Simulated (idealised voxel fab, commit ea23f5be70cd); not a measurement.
process module | voxel fin reveal
cross-section cut | 250 nm wide | cells 5 nm
A cross-section is a grid of square cells, given in bands from the top down. A band is one or more rows of cells.
Each band's line starts with the height of the band's top and of its bottom, in nm. Then come its materials from left to right, each with its width in nm. One material with "throughout" fills the band from edge to edge. "air" is empty space.
Height 0 is the level under which the wafer as received is all one material. The lowest band goes on downwards, as in "0 down".
A width such as "30 to 40" changes by the same amount from each row of cells to the next, from the band's top row to its bottom row.
"no change" after a step means that no cell of the cross-section changed.
closed voids: empty space of 8 cells or more with no open way to the top, each as width x height at its distance from the left edge, in nm
after a step's settings: what the simulator itself notes on the step
overlay nm, on a step with a mask: how far to the right of its planned place the mask lay; to the left if negative
plan
1 op RECEIVE | material Si
2 op CONFORMAL_DEP | material SiN | thk nm 10
3 op DIRECTIONAL_DEP | material aC | thk nm 10
4 op PATTERN | tone cover | mask id FINS | material resist | width nm 15 | pitch nm 40 | thk nm 30 | overlay nm 0
5 op DIRECTIONAL_ETCH | etch materials aC | depth nm 10
6 op STRIP | etch materials resist
7 op DIRECTIONAL_ETCH | etch materials SiN | depth nm 10
8 op DIRECTIONAL_ETCH | etch materials Si | depth nm 40
9 op STRIP | etch materials aC
10 op FILL_DEP | material SiO2 | thk nm 10
11 op CMP | height nm 10
12 op SELECTIVE_ETCH | etch materials SiO2 | depth nm 30
13 op STRIP | etch materials SiN
first wafer, as planned
as received, after step 1
  0 down: Si throughout
  closed voids: none
after step 2
  10 to 0: SiN throughout
  below 0: unchanged
after step 3
  20 to 10: aC throughout
  below 10: unchanged
after step 4
  50 to 20: air 75 | resist 15 | air 25 | resist 15 | air 25 | resist 15 | air 80
  below 20: unchanged
after step 5
  40 to 20: air 75 | resist 15 | air 25 | resist 15 | air 25 | resist 15 | air 80
  20 to 10: air 75 | aC 15 | air 25 | aC 15 | air 25 | aC 15 | air 80
  below 10: unchanged
after step 6
  20 to 10: air 75 | aC 15 | air 25 | aC 15 | air 25 | aC 15 | air 80
  below 10: unchanged
after step 7
  20 to 10: air 75 | aC 15 | air 25 | aC 15 | air 25 | aC 15 | air 80
  10 to 0: air 75 | SiN 15 | air 25 | SiN 15 | air 25 | SiN 15 | air 80
  below 0: unchanged
after step 8
  20 to 10: air 75 | aC 15 | air 25 | aC 15 | air 25 | aC 15 | air 80
  10 to 0: air 75 | SiN 15 | air 25 | SiN 15 | air 25 | SiN 15 | air 80
  0 to -40: air 75 | Si 15 | air 25 | Si 15 | air 25 | Si 15 | air 80
  below -40: unchanged
after step 9
  10 to 0: air 75 | SiN 15 | air 25 | SiN 15 | air 25 | SiN 15 | air 80
  below 0: unchanged
after step 10
  20 to 10: SiO2 throughout
  10 to 0: SiO2 75 | SiN 15 | SiO2 25 | SiN 15 | SiO2 25 | SiN 15 | SiO2 80
  0 to -40: SiO2 75 | Si 15 | SiO2 25 | Si 15 | SiO2 25 | Si 15 | SiO2 80
  below -40: unchanged
after step 11
  10 to 0: SiO2 75 | SiN 15 | SiO2 25 | SiN 15 | SiO2 25 | SiN 15 | SiO2 80
  below 0: unchanged
after step 12
  10 to 0: air 75 | SiN 15 | air 25 | SiN 15 | air 25 | SiN 15 | air 80
  0 to -20: air 75 | Si 15 | air 25 | Si 15 | air 25 | Si 15 | air 80
  below -20: unchanged
after step 13
  0 to -20: air 75 | Si 15 | air 25 | Si 15 | air 25 | Si 15 | air 80
  below -20: unchanged
second wafer: like start, like plan, one mistake. Through step 3 it matches the first wafer
when step 4 should have ended
  50 to 20: air 70 | resist 25 | air 15 | resist 25 | air 15 | resist 25 | air 75
  below 20: unchanged
when step 5 should have ended
  40 to 20: air 70 | resist 25 | air 15 | resist 25 | air 15 | resist 25 | air 75
  20 to 10: air 70 | aC 25 | air 15 | aC 25 | air 15 | aC 25 | air 75
  below 10: unchanged
when step 6 should have ended
  20 to 10: air 70 | aC 25 | air 15 | aC 25 | air 15 | aC 25 | air 75
  below 10: unchanged
when step 7 should have ended
  20 to 10: air 70 | aC 25 | air 15 | aC 25 | air 15 | aC 25 | air 75
  10 to 0: air 70 | SiN 25 | air 15 | SiN 25 | air 15 | SiN 25 | air 75
  below 0: unchanged
when step 8 should have ended
  20 to 10: air 70 | aC 25 | air 15 | aC 25 | air 15 | aC 25 | air 75
  10 to 0: air 70 | SiN 25 | air 15 | SiN 25 | air 15 | SiN 25 | air 75
  0 to -40: air 70 | Si 25 | air 15 | Si 25 | air 15 | Si 25 | air 75
  below -40: unchanged
when step 9 should have ended
  10 to 0: air 70 | SiN 25 | air 15 | SiN 25 | air 15 | SiN 25 | air 75
  below 0: unchanged
when step 10 should have ended
  20 to 10: SiO2 throughout
  10 to 0: SiO2 70 | SiN 25 | SiO2 15 | SiN 25 | SiO2 15 | SiN 25 | SiO2 75
  0 to -40: SiO2 70 | Si 25 | SiO2 15 | Si 25 | SiO2 15 | Si 25 | SiO2 75
  below -40: unchanged
when step 11 should have ended
  10 to 0: SiO2 70 | SiN 25 | SiO2 15 | SiN 25 | SiO2 15 | SiN 25 | SiO2 75
  below 0: unchanged
when step 12 should have ended
  10 to 0: air 70 | SiN 25 | air 15 | SiN 25 | air 15 | SiN 25 | air 75
  0 to -20: air 70 | Si 25 | air 15 | Si 25 | air 15 | Si 25 | air 75
  below -20: unchanged
when step 13 should have ended
  0 to -20: air 70 | Si 25 | air 15 | Si 25 | air 15 | Si 25 | air 75
  below -20: unchanged
what went wrong: step 4 ran as: op PATTERN | tone cover | mask id FINS | material resist | width nm 25 | pitch nm 40 | thk nm 30 | overlay nm 0
at the end the second wafer has, in cells: 48 more of Si | 24 fewer of SiO2
